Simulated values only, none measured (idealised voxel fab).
The document below concerns the process module designated voxel wiring stack.
Cross-sectional view cut (width: 165 nm; square cell size: 5 nm).
When this document writes out a cross-section, it uses a grid of square cells and lists it as bands, beginning at the top and moving down, with a band standing for one or more rows of cells.
First you get the band's top height and its bottom height, in nm, and then the materials it's made of, left to right, with each width in nm. If you see a single material with "all across", that one covers the band edge to edge. "empty" is empty space.
Height 0 is the level under which the wafer as received is all one material. The lowest band goes on downwards, as in "0 -> down".
Note: "30 to 40" means the width goes from the first number (top row of the band) to the second number (bottom row) in equal steps per row of cells.
For the purposes of this document, the phrase "nothing altered" attached to a step denotes that no cell within the cross-section was modified by that step.
Basically, "Entrapped void list" tells you about the enclosed voids: empty spaces with no open way to the top, 8 cells or bigger, each written width x height at distance, where distance is from the left edge, all in nm.
Past the settings on a step's line: simulator remark, on that step.
"overlay nm", when on a step's line for a step with a mask, measures how far to the right of its planned place the mask lay; a negative measure means to the left.
So here's the lineup of process steps we planned
- 1: RECEIVE with material Si
- 2: CONFORMAL_DEP with material SiO2, thk nm 10
- 3: CONFORMAL_DEP with material SiCN, thk nm 5
- 4: DIRECTIONAL_DEP with material SiO2, thk nm 25
- 5: DIRECTIONAL_DEP with material aC, thk nm 10
- 6: PATTERN with tone open, mask id METAL_1, material resist, width nm 30, pitch nm 45, thk nm 25, overlay nm 0
- 7: DIRECTIONAL_ETCH with etch materials aC, depth nm 10
- 8: STRIP with etch materials resist
- 9: DIRECTIONAL_ETCH with etch materials SiO2, depth nm 25
- 10: DIRECTIONAL_ETCH with etch materials SiCN, depth nm 5
- 11: STRIP with etch materials aC
- 12: CONFORMAL_DEP with material TiN, thk nm 5
- 13: FILL_DEP with material W, thk nm 5
- 14: CMP with height nm 40
- 15: CONFORMAL_DEP with material SiCN, thk nm 5
- 16: DIRECTIONAL_DEP with material lowk, thk nm 15
- 17: DIRECTIONAL_DEP with material aC, thk nm 15
- 18: PATTERN with tone open, mask id PLUG_1, material resist, width nm 15, pitch nm 90, thk nm 35, overlay nm 0
- 19: DIRECTIONAL_ETCH with etch materials aC, depth nm 15
- 20: STRIP with etch materials resist
- 21: DIRECTIONAL_ETCH with etch materials lowk, depth nm 15
- 22: DIRECTIONAL_ETCH with etch materials SiCN, depth nm 5
- 23: STRIP with etch materials aC
- 24: EPI with material Ru, thk nm 10
- 25: EPI with material Ru, thk nm 10
- 26: DIRECTIONAL_DEP with material TiN, thk nm 5
- 27: DIRECTIONAL_DEP with material W, thk nm 25
- 28: MASKED_ETCH with tone cover, mask id METAL_2, width nm 30, pitch nm 45, etch materials W, depth nm 25, overlay nm 0
- 29: MASKED_ETCH with tone cover, mask id METAL_2, width nm 30, pitch nm 45, etch materials TiN, depth nm 5, overlay nm 0
- 30: CONFORMAL_DEP with material SiCN, thk nm 5
- 31: FILL_DEP with material SiO2, thk nm 5
- 32: CMP with height nm 90
- 33: CONFORMAL_DEP with material SiCN, thk nm 5
- 34: DIRECTIONAL_DEP with material lowk, thk nm 25
- 35: DIRECTIONAL_DEP with material aC, thk nm 15
- 36: PATTERN with tone open, mask id METAL_3_HOLES, material resist, width nm 15, pitch nm 45, thk nm 35, overlay nm 0
- 37: DIRECTIONAL_ETCH with etch materials aC, depth nm 15
- 38: STRIP with etch materials resist
- 39: DIRECTIONAL_ETCH with etch materials lowk, depth nm 25
- 40: STRIP with etch materials aC
- 41: PATTERN with tone open, mask id METAL_3, material resist, width nm 30, pitch nm 45, thk nm 15, overlay nm 0
- 42: DIRECTIONAL_ETCH with etch materials lowk, depth nm 15
- 43: DIRECTIONAL_ETCH with etch materials SiCN, depth nm 5
- 44: STRIP with etch materials resist
- 45: CONFORMAL_DEP with material TiN, thk nm 5
- 46: FILL_DEP with material Cu, thk nm 5
- 47: CMP with height nm 120
- 48: CONFORMAL_DEP with material SiCN, thk nm 5
On the first of the two wafers: run conducted according to plan
Here's what the wafer looked like in cross-section when it arrived - that's after step 1
	0 -> down = Si all across
	Entrapped void list: none
Cross-section through the wafer, step 2 finished
	10 -> 0 = SiO2 all across
	Everything below 0 is unchanged.
Cross-section through the wafer, step 3 finished
	15 -> 10 = SiCN all across
	Everything below 10 is unchanged.
Cross-section through the wafer, step 4 finished
	40 -> 15 = SiO2 all across
	Everything below 15 is unchanged.
Cross-section through the wafer, step 5 finished
	50 -> 40 = aC all across
	Everything below 40 is unchanged.
Cross-section through the wafer, step 6 finished
	75 -> 50 = resist=20; empty=30; resist=15; empty=30; resist=15; empty=30; resist=25
	Everything below 50 is unchanged.
Cross-section through the wafer, step 7 finished
	65 -> 50 = resist=20; empty=30; resist=15; empty=30; resist=15; empty=30; resist=25
	50 -> 40 = aC=20; empty=30; aC=15; empty=30; aC=15; empty=30; aC=25
	Everything below 40 is unchanged.
Cross-section through the wafer, step 8 finished
	50 -> 40 = aC=20; empty=30; aC=15; empty=30; aC=15; empty=30; aC=25
	Everything below 40 is unchanged.
Cross-section through the wafer, step 9 finished
	50 -> 40 = aC=20; empty=30; aC=15; empty=30; aC=15; empty=30; aC=25
	40 -> 15 = SiO2=20; empty=30; SiO2=15; empty=30; SiO2=15; empty=30; SiO2=25
	Everything below 15 is unchanged.
Cross-section through the wafer, step 10 finished
	50 -> 40 = aC=20; empty=30; aC=15; empty=30; aC=15; empty=30; aC=25
	40 -> 15 = SiO2=20; empty=30; SiO2=15; empty=30; SiO2=15; empty=30; SiO2=25
	15 -> 10 = SiCN=20; empty=30; SiCN=15; empty=30; SiCN=15; empty=30; SiCN=25
	Everything below 10 is unchanged.
Cross-section through the wafer, step 11 finished
	40 -> 15 = SiO2=20; empty=30; SiO2=15; empty=30; SiO2=15; empty=30; SiO2=25
	Everything below 15 is unchanged.
Cross-section through the wafer, step 12 finished
	45 -> 40 = TiN=25; empty=20; TiN=25; empty=20; TiN=25; empty=20; TiN=30
	40 -> 15 = SiO2=20; TiN=5; empty=20; TiN=5; SiO2=15; TiN=5; empty=20; TiN=5; SiO2=15; TiN=5; empty=20; TiN=5; SiO2=25
	15 -> 10 = SiCN=20; TiN=30; SiCN=15; TiN=30; SiCN=15; TiN=30; SiCN=25
	Everything below 10 is unchanged.
Cross-section through the wafer, step 13 finished
	50 -> 45 = W all across
	45 -> 40 = TiN=25; W=20; TiN=25; W=20; TiN=25; W=20; TiN=30
	40 -> 15 = SiO2=20; TiN=5; W=20; TiN=5; SiO2=15; TiN=5; W=20; TiN=5; SiO2=15; TiN=5; W=20; TiN=5; SiO2=25
	Everything below 15 is unchanged.
Cross-section through the wafer, step 14 finished
	40 -> 15 = SiO2=20; TiN=5; W=20; TiN=5; SiO2=15; TiN=5; W=20; TiN=5; SiO2=15; TiN=5; W=20; TiN=5; SiO2=25
	Everything below 15 is unchanged.
Cross-section through the wafer, step 15 finished
	45 -> 40 = SiCN all across
	Everything below 40 is unchanged.
Cross-section through the wafer, step 16 finished
	60 -> 45 = lowk all across
	Everything below 45 is unchanged.
Cross-section through the wafer, step 17 finished
	75 -> 60 = aC all across
	Everything below 60 is unchanged.
Cross-section through the wafer, step 18 finished
	110 -> 75 = resist=20; empty=15; resist=75; empty=15; resist=40
	Everything below 75 is unchanged.
Cross-section through the wafer, step 19 finished
	95 -> 75 = resist=20; empty=15; resist=75; empty=15; resist=40
	75 -> 60 = aC=20; empty=15; aC=75; empty=15; aC=40
	Everything below 60 is unchanged.
Cross-section through the wafer, step 20 finished
	75 -> 60 = aC=20; empty=15; aC=75; empty=15; aC=40
	Everything below 60 is unchanged.
Cross-section through the wafer, step 21 finished
	75 -> 60 = aC=20; empty=15; aC=75; empty=15; aC=40
	60 -> 45 = lowk=20; empty=15; lowk=75; empty=15; lowk=40
	Everything below 45 is unchanged.
Cross-section through the wafer, step 22 finished
	75 -> 60 = aC=20; empty=15; aC=75; empty=15; aC=40
	60 -> 45 = lowk=20; empty=15; lowk=75; empty=15; lowk=40
	45 -> 40 = SiCN=20; empty=15; SiCN=75; empty=15; SiCN=40
	Everything below 40 is unchanged.
Cross-section through the wafer, step 23 finished
	60 -> 45 = lowk=20; empty=15; lowk=75; empty=15; lowk=40
	Everything below 45 is unchanged.
Cross-section through the wafer, step 24 finished
	60 -> 50 = lowk=20; empty=15; lowk=75; empty=15; lowk=40
	50 -> 45 = lowk=20; Ru=15; lowk=75; Ru=15; lowk=40
	45 -> 40 = SiCN=20; Ru=15; SiCN=75; Ru=15; SiCN=40
	Everything below 40 is unchanged.
Cross-section through the wafer, step 25 finished
	60 -> 45 = lowk=20; Ru=15; lowk=75; Ru=15; lowk=40
	Everything below 45 is unchanged.
Cross-section through the wafer, step 26 finished
	65 -> 60 = TiN all across
	Everything below 60 is unchanged.
Cross-section through the wafer, step 27 finished
	90 -> 65 = W all across
	Everything below 65 is unchanged.
Cross-section through the wafer, step 28 finished
	90 -> 65 = empty=20; W=30; empty=15; W=30; empty=15; W=30; empty=25
	Everything below 65 is unchanged.
Cross-section through the wafer, step 29 finished
	90 -> 65 = empty=20; W=30; empty=15; W=30; empty=15; W=30; empty=25
	65 -> 60 = empty=20; TiN=30; empty=15; TiN=30; empty=15; TiN=30; empty=25
	Everything below 60 is unchanged.
Cross-section through the wafer, step 30 finished
	95 -> 90 = empty=15; SiCN=40; empty=5; SiCN=40; empty=5; SiCN=40; empty=20
	90 -> 65 = empty=15; SiCN=5; W=30; SiCN=5; empty=5; SiCN=5; W=30; SiCN=5; empty=5; SiCN=5; W=30; SiCN=5; empty=20
	65 -> 60 = SiCN=20; TiN=30; SiCN=15; TiN=30; SiCN=15; TiN=30; SiCN=25
	Everything below 60 is unchanged.
Cross-section through the wafer, step 31 finished
	100 -> 95 = SiO2 all across
	95 -> 90 = SiO2=15; SiCN=40; SiO2=5; SiCN=40; SiO2=5; SiCN=40; SiO2=20
	90 -> 65 = SiO2=15; SiCN=5; W=30; SiCN=5; SiO2=5; SiCN=5; W=30; SiCN=5; SiO2=5; SiCN=5; W=30; SiCN=5; SiO2=20
	Everything below 65 is unchanged.
Cross-section through the wafer, step 32 finished
	90 -> 65 = SiO2=15; SiCN=5; W=30; SiCN=5; SiO2=5; SiCN=5; W=30; SiCN=5; SiO2=5; SiCN=5; W=30; SiCN=5; SiO2=20
	Everything below 65 is unchanged.
Cross-section through the wafer, step 33 finished
	95 -> 90 = SiCN all across
	Everything below 90 is unchanged.
Cross-section through the wafer, step 34 finished
	120 -> 95 = lowk all across
	Everything below 95 is unchanged.
Cross-section through the wafer, step 35 finished
	135 -> 120 = aC all across
	Everything below 120 is unchanged.
Cross-section through the wafer, step 36 finished
	170 -> 135 = resist=20; empty=15; resist=30; empty=15; resist=30; empty=15; resist=40
	Everything below 135 is unchanged.
Cross-section through the wafer, step 37 finished
	155 -> 135 = resist=20; empty=15; resist=30; empty=15; resist=30; empty=15; resist=40
	135 -> 120 = aC=20; empty=15; aC=30; empty=15; aC=30; empty=15; aC=40
	Everything below 120 is unchanged.
Cross-section through the wafer, step 38 finished
	135 -> 120 = aC=20; empty=15; aC=30; empty=15; aC=30; empty=15; aC=40
	Everything below 120 is unchanged.
Cross-section through the wafer, step 39 finished
	135 -> 120 = aC=20; empty=15; aC=30; empty=15; aC=30; empty=15; aC=40
	120 -> 95 = lowk=20; empty=15; lowk=30; empty=15; lowk=30; empty=15; lowk=40
	Everything below 95 is unchanged.
Cross-section through the wafer, step 40 finished
	120 -> 95 = lowk=20; empty=15; lowk=30; empty=15; lowk=30; empty=15; lowk=40
	Everything below 95 is unchanged.
Cross-section through the wafer, step 41 finished
	135 -> 120 = resist=20; empty=30; resist=15; empty=30; resist=15; empty=30; resist=25
	Everything below 120 is unchanged.
Cross-section through the wafer, step 42 finished
	135 -> 120 = resist=20; empty=30; resist=15; empty=30; resist=15; empty=30; resist=25
	120 -> 105 = lowk=20; empty=30; lowk=15; empty=30; lowk=15; empty=30; lowk=25
	Everything below 105 is unchanged.
Cross-section through the wafer, step 43 finished
	135 -> 120 = resist=20; empty=30; resist=15; empty=30; resist=15; empty=30; resist=25
	120 -> 105 = lowk=20; empty=30; lowk=15; empty=30; lowk=15; empty=30; lowk=25
	105 -> 95 = lowk=20; empty=15; lowk=30; empty=15; lowk=30; empty=15; lowk=40
	95 -> 90 = SiCN=20; empty=15; SiCN=30; empty=15; SiCN=30; empty=15; SiCN=40
	Everything below 90 is unchanged.
Cross-section through the wafer, step 44 finished
	120 -> 105 = lowk=20; empty=30; lowk=15; empty=30; lowk=15; empty=30; lowk=25
	Everything below 105 is unchanged.
Cross-section through the wafer, step 45 finished
	125 -> 120 = TiN=25; empty=20; TiN=25; empty=20; TiN=25; empty=20; TiN=30
	120 -> 110 = lowk=20; TiN=5; empty=20; TiN=5; lowk=15; TiN=5; empty=20; TiN=5; lowk=15; TiN=5; empty=20; TiN=5; lowk=25
	110 -> 105 = lowk=20; TiN=5; empty=5; TiN=20; lowk=15; TiN=5; empty=5; TiN=20; lowk=15; TiN=5; empty=5; TiN=20; lowk=25
	105 -> 95 = lowk=20; TiN=5; empty=5; TiN=5; lowk=30; TiN=5; empty=5; TiN=5; lowk=30; TiN=5; empty=5; TiN=5; lowk=40
	95 -> 90 = SiCN=20; TiN=15; SiCN=30; TiN=15; SiCN=30; TiN=15; SiCN=40
	Everything below 90 is unchanged.
Cross-section through the wafer, step 46 finished
	130 -> 125 = Cu all across
	125 -> 120 = TiN=25; Cu=20; TiN=25; Cu=20; TiN=25; Cu=20; TiN=30
	120 -> 110 = lowk=20; TiN=5; Cu=20; TiN=5; lowk=15; TiN=5; Cu=20; TiN=5; lowk=15; TiN=5; Cu=20; TiN=5; lowk=25
	110 -> 105 = lowk=20; TiN=5; Cu=5; TiN=20; lowk=15; TiN=5; Cu=5; TiN=20; lowk=15; TiN=5; Cu=5; TiN=20; lowk=25
	105 -> 95 = lowk=20; TiN=5; Cu=5; TiN=5; lowk=30; TiN=5; Cu=5; TiN=5; lowk=30; TiN=5; Cu=5; TiN=5; lowk=40
	Everything below 95 is unchanged.
Cross-section through the wafer, step 47 finished
	120 -> 110 = lowk=20; TiN=5; Cu=20; TiN=5; lowk=15; TiN=5; Cu=20; TiN=5; lowk=15; TiN=5; Cu=20; TiN=5; lowk=25
	Everything below 110 is unchanged.
Cross-section through the wafer, step 48 finished
	125 -> 120 = SiCN all across
	Everything below 120 is unchanged.
For the second wafer, take the first wafer's start and plan, then add one mistake made in running it; everything through step 2, that step included, is shared with the first
Look at the second wafer in cross-section at the time step 3 ought to have finished: nothing altered
Look at the second wafer in cross-section at the time step 4 ought to have finished
	35 -> 0 = SiO2 all across
	Everything below 0 is unchanged.
Look at the second wafer in cross-section at the time step 5 ought to have finished
	45 -> 35 = aC all across
	Everything below 35 is unchanged.
Look at the second wafer in cross-section at the time step 6 ought to have finished
	70 -> 45 = resist=20; empty=30; resist=15; empty=30; resist=15; empty=30; resist=25
	Everything below 45 is unchanged.
Look at the second wafer in cross-section at the time step 7 ought to have finished
	60 -> 45 = resist=20; empty=30; resist=15; empty=30; resist=15; empty=30; resist=25
	45 -> 35 = aC=20; empty=30; aC=15; empty=30; aC=15; empty=30; aC=25
	Everything below 35 is unchanged.
Look at the second wafer in cross-section at the time step 8 ought to have finished
	45 -> 35 = aC=20; empty=30; aC=15; empty=30; aC=15; empty=30; aC=25
	Everything below 35 is unchanged.
Look at the second wafer in cross-section at the time step 9 ought to have finished
	45 -> 35 = aC=20; empty=30; aC=15; empty=30; aC=15; empty=30; aC=25
	35 -> 10 = SiO2=20; empty=30; SiO2=15; empty=30; SiO2=15; empty=30; SiO2=25
	Everything below 10 is unchanged.
Look at the second wafer in cross-section at the time step 10 ought to have finished: nothing altered
Look at the second wafer in cross-section at the time step 11 ought to have finished
	35 -> 10 = SiO2=20; empty=30; SiO2=15; empty=30; SiO2=15; empty=30; SiO2=25
	Everything below 10 is unchanged.
Look at the second wafer in cross-section at the time step 12 ought to have finished
	40 -> 35 = TiN=25; empty=20; TiN=25; empty=20; TiN=25; empty=20; TiN=30
	35 -> 15 = SiO2=20; TiN=5; empty=20; TiN=5; SiO2=15; TiN=5; empty=20; TiN=5; SiO2=15; TiN=5; empty=20; TiN=5; SiO2=25
	15 -> 10 = SiO2=20; TiN=30; SiO2=15; TiN=30; SiO2=15; TiN=30; SiO2=25
	Everything below 10 is unchanged.
Look at the second wafer in cross-section at the time step 13 ought to have finished
	45 -> 40 = W all across
	40 -> 35 = TiN=25; W=20; TiN=25; W=20; TiN=25; W=20; TiN=30
	35 -> 15 = SiO2=20; TiN=5; W=20; TiN=5; SiO2=15; TiN=5; W=20; TiN=5; SiO2=15; TiN=5; W=20; TiN=5; SiO2=25
	Everything below 15 is unchanged.
Look at the second wafer in cross-section at the time step 14 ought to have finished
	40 -> 35 = TiN=25; W=20; TiN=25; W=20; TiN=25; W=20; TiN=30
	Everything below 35 is unchanged.
Look at the second wafer in cross-section at the time step 15 ought to have finished
	45 -> 40 = SiCN all across
	Everything below 40 is unchanged.
Look at the second wafer in cross-section at the time step 16 ought to have finished
	60 -> 45 = lowk all across
	Everything below 45 is unchanged.
Look at the second wafer in cross-section at the time step 17 ought to have finished
	75 -> 60 = aC all across
	Everything below 60 is unchanged.
Look at the second wafer in cross-section at the time step 18 ought to have finished
	110 -> 75 = resist=20; empty=15; resist=75; empty=15; resist=40
	Everything below 75 is unchanged.
Look at the second wafer in cross-section at the time step 19 ought to have finished
	95 -> 75 = resist=20; empty=15; resist=75; empty=15; resist=40
	75 -> 60 = aC=20; empty=15; aC=75; empty=15; aC=40
	Everything below 60 is unchanged.
Look at the second wafer in cross-section at the time step 20 ought to have finished
	75 -> 60 = aC=20; empty=15; aC=75; empty=15; aC=40
	Everything below 60 is unchanged.
Look at the second wafer in cross-section at the time step 21 ought to have finished
	75 -> 60 = aC=20; empty=15; aC=75; empty=15; aC=40
	60 -> 45 = lowk=20; empty=15; lowk=75; empty=15; lowk=40
	Everything below 45 is unchanged.
Look at the second wafer in cross-section at the time step 22 ought to have finished
	75 -> 60 = aC=20; empty=15; aC=75; empty=15; aC=40
	60 -> 45 = lowk=20; empty=15; lowk=75; empty=15; lowk=40
	45 -> 40 = SiCN=20; empty=15; SiCN=75; empty=15; SiCN=40
	Everything below 40 is unchanged.
Look at the second wafer in cross-section at the time step 23 ought to have finished
	60 -> 45 = lowk=20; empty=15; lowk=75; empty=15; lowk=40
	Everything below 45 is unchanged.
Look at the second wafer in cross-section at the time step 24 ought to have finished
	60 -> 50 = lowk=20; empty=15; lowk=75; empty=15; lowk=40
	50 -> 45 = lowk=20; Ru=15; lowk=75; Ru=15; lowk=40
	45 -> 40 = SiCN=20; Ru=15; SiCN=75; Ru=15; SiCN=40
	Everything below 40 is unchanged.
Look at the second wafer in cross-section at the time step 25 ought to have finished
	60 -> 45 = lowk=20; Ru=15; lowk=75; Ru=15; lowk=40
	Everything below 45 is unchanged.
Look at the second wafer in cross-section at the time step 26 ought to have finished
	65 -> 60 = TiN all across
	Everything below 60 is unchanged.
Look at the second wafer in cross-section at the time step 27 ought to have finished
	90 -> 65 = W all across
	Everything below 65 is unchanged.
Look at the second wafer in cross-section at the time step 28 ought to have finished
	90 -> 65 = empty=20; W=30; empty=15; W=30; empty=15; W=30; empty=25
	Everything below 65 is unchanged.
Look at the second wafer in cross-section at the time step 29 ought to have finished
	90 -> 65 = empty=20; W=30; empty=15; W=30; empty=15; W=30; empty=25
	65 -> 60 = empty=20; TiN=30; empty=15; TiN=30; empty=15; TiN=30; empty=25
	Everything below 60 is unchanged.
Look at the second wafer in cross-section at the time step 30 ought to have finished
	95 -> 90 = empty=15; SiCN=40; empty=5; SiCN=40; empty=5; SiCN=40; empty=20
	90 -> 65 = empty=15; SiCN=5; W=30; SiCN=5; empty=5; SiCN=5; W=30; SiCN=5; empty=5; SiCN=5; W=30; SiCN=5; empty=20
	65 -> 60 = SiCN=20; TiN=30; SiCN=15; TiN=30; SiCN=15; TiN=30; SiCN=25
	Everything below 60 is unchanged.
Look at the second wafer in cross-section at the time step 31 ought to have finished
	100 -> 95 = SiO2 all across
	95 -> 90 = SiO2=15; SiCN=40; SiO2=5; SiCN=40; SiO2=5; SiCN=40; SiO2=20
	90 -> 65 = SiO2=15; SiCN=5; W=30; SiCN=5; SiO2=5; SiCN=5; W=30; SiCN=5; SiO2=5; SiCN=5; W=30; SiCN=5; SiO2=20
	Everything below 65 is unchanged.
Look at the second wafer in cross-section at the time step 32 ought to have finished
	90 -> 65 = SiO2=15; SiCN=5; W=30; SiCN=5; SiO2=5; SiCN=5; W=30; SiCN=5; SiO2=5; SiCN=5; W=30; SiCN=5; SiO2=20
	Everything below 65 is unchanged.
Look at the second wafer in cross-section at the time step 33 ought to have finished
	95 -> 90 = SiCN all across
	Everything below 90 is unchanged.
Look at the second wafer in cross-section at the time step 34 ought to have finished
	120 -> 95 = lowk all across
	Everything below 95 is unchanged.
Look at the second wafer in cross-section at the time step 35 ought to have finished
	135 -> 120 = aC all across
	Everything below 120 is unchanged.
Look at the second wafer in cross-section at the time step 36 ought to have finished
	170 -> 135 = resist=20; empty=15; resist=30; empty=15; resist=30; empty=15; resist=40
	Everything below 135 is unchanged.
Look at the second wafer in cross-section at the time step 37 ought to have finished
	155 -> 135 = resist=20; empty=15; resist=30; empty=15; resist=30; empty=15; resist=40
	135 -> 120 = aC=20; empty=15; aC=30; empty=15; aC=30; empty=15; aC=40
	Everything below 120 is unchanged.
Look at the second wafer in cross-section at the time step 38 ought to have finished
	135 -> 120 = aC=20; empty=15; aC=30; empty=15; aC=30; empty=15; aC=40
	Everything below 120 is unchanged.
Look at the second wafer in cross-section at the time step 39 ought to have finished
	135 -> 120 = aC=20; empty=15; aC=30; empty=15; aC=30; empty=15; aC=40
	120 -> 95 = lowk=20; empty=15; lowk=30; empty=15; lowk=30; empty=15; lowk=40
	Everything below 95 is unchanged.
Look at the second wafer in cross-section at the time step 40 ought to have finished
	120 -> 95 = lowk=20; empty=15; lowk=30; empty=15; lowk=30; empty=15; lowk=40
	Everything below 95 is unchanged.
Look at the second wafer in cross-section at the time step 41 ought to have finished
	135 -> 120 = resist=20; empty=30; resist=15; empty=30; resist=15; empty=30; resist=25
	Everything below 120 is unchanged.
Look at the second wafer in cross-section at the time step 42 ought to have finished
	135 -> 120 = resist=20; empty=30; resist=15; empty=30; resist=15; empty=30; resist=25
	120 -> 105 = lowk=20; empty=30; lowk=15; empty=30; lowk=15; empty=30; lowk=25
	Everything below 105 is unchanged.
Look at the second wafer in cross-section at the time step 43 ought to have finished
	135 -> 120 = resist=20; empty=30; resist=15; empty=30; resist=15; empty=30; resist=25
	120 -> 105 = lowk=20; empty=30; lowk=15; empty=30; lowk=15; empty=30; lowk=25
	105 -> 95 = lowk=20; empty=15; lowk=30; empty=15; lowk=30; empty=15; lowk=40
	95 -> 90 = SiCN=20; empty=15; SiCN=30; empty=15; SiCN=30; empty=15; SiCN=40
	Everything below 90 is unchanged.
Look at the second wafer in cross-section at the time step 44 ought to have finished
	120 -> 105 = lowk=20; empty=30; lowk=15; empty=30; lowk=15; empty=30; lowk=25
	Everything below 105 is unchanged.
Look at the second wafer in cross-section at the time step 45 ought to have finished
	125 -> 120 = TiN=25; empty=20; TiN=25; empty=20; TiN=25; empty=20; TiN=30
	120 -> 110 = lowk=20; TiN=5; empty=20; TiN=5; lowk=15; TiN=5; empty=20; TiN=5; lowk=15; TiN=5; empty=20; TiN=5; lowk=25
	110 -> 105 = lowk=20; TiN=5; empty=5; TiN=20; lowk=15; TiN=5; empty=5; TiN=20; lowk=15; TiN=5; empty=5; TiN=20; lowk=25
	105 -> 95 = lowk=20; TiN=5; empty=5; TiN=5; lowk=30; TiN=5; empty=5; TiN=5; lowk=30; TiN=5; empty=5; TiN=5; lowk=40
	95 -> 90 = SiCN=20; TiN=15; SiCN=30; TiN=15; SiCN=30; TiN=15; SiCN=40
	Everything below 90 is unchanged.
Look at the second wafer in cross-section at the time step 46 ought to have finished
	130 -> 125 = Cu all across
	125 -> 120 = TiN=25; Cu=20; TiN=25; Cu=20; TiN=25; Cu=20; TiN=30
	120 -> 110 = lowk=20; TiN=5; Cu=20; TiN=5; lowk=15; TiN=5; Cu=20; TiN=5; lowk=15; TiN=5; Cu=20; TiN=5; lowk=25
	110 -> 105 = lowk=20; TiN=5; Cu=5; TiN=20; lowk=15; TiN=5; Cu=5; TiN=20; lowk=15; TiN=5; Cu=5; TiN=20; lowk=25
	105 -> 95 = lowk=20; TiN=5; Cu=5; TiN=5; lowk=30; TiN=5; Cu=5; TiN=5; lowk=30; TiN=5; Cu=5; TiN=5; lowk=40
	Everything below 95 is unchanged.
Look at the second wafer in cross-section at the time step 47 ought to have finished
	120 -> 110 = lowk=20; TiN=5; Cu=20; TiN=5; lowk=15; TiN=5; Cu=20; TiN=5; lowk=15; TiN=5; Cu=20; TiN=5; lowk=25
	Everything below 110 is unchanged.
Look at the second wafer in cross-section at the time step 48 ought to have finished
	125 -> 120 = SiCN all across
	Everything below 120 is unchanged.
It is concluded that the wafer was processed incorrectly with respect to the plan, in that plan step 3 skipped
Counted in cells at the end, the second wafer holds more or fewer of these materials than the first: SiCN -15 | TiN +15
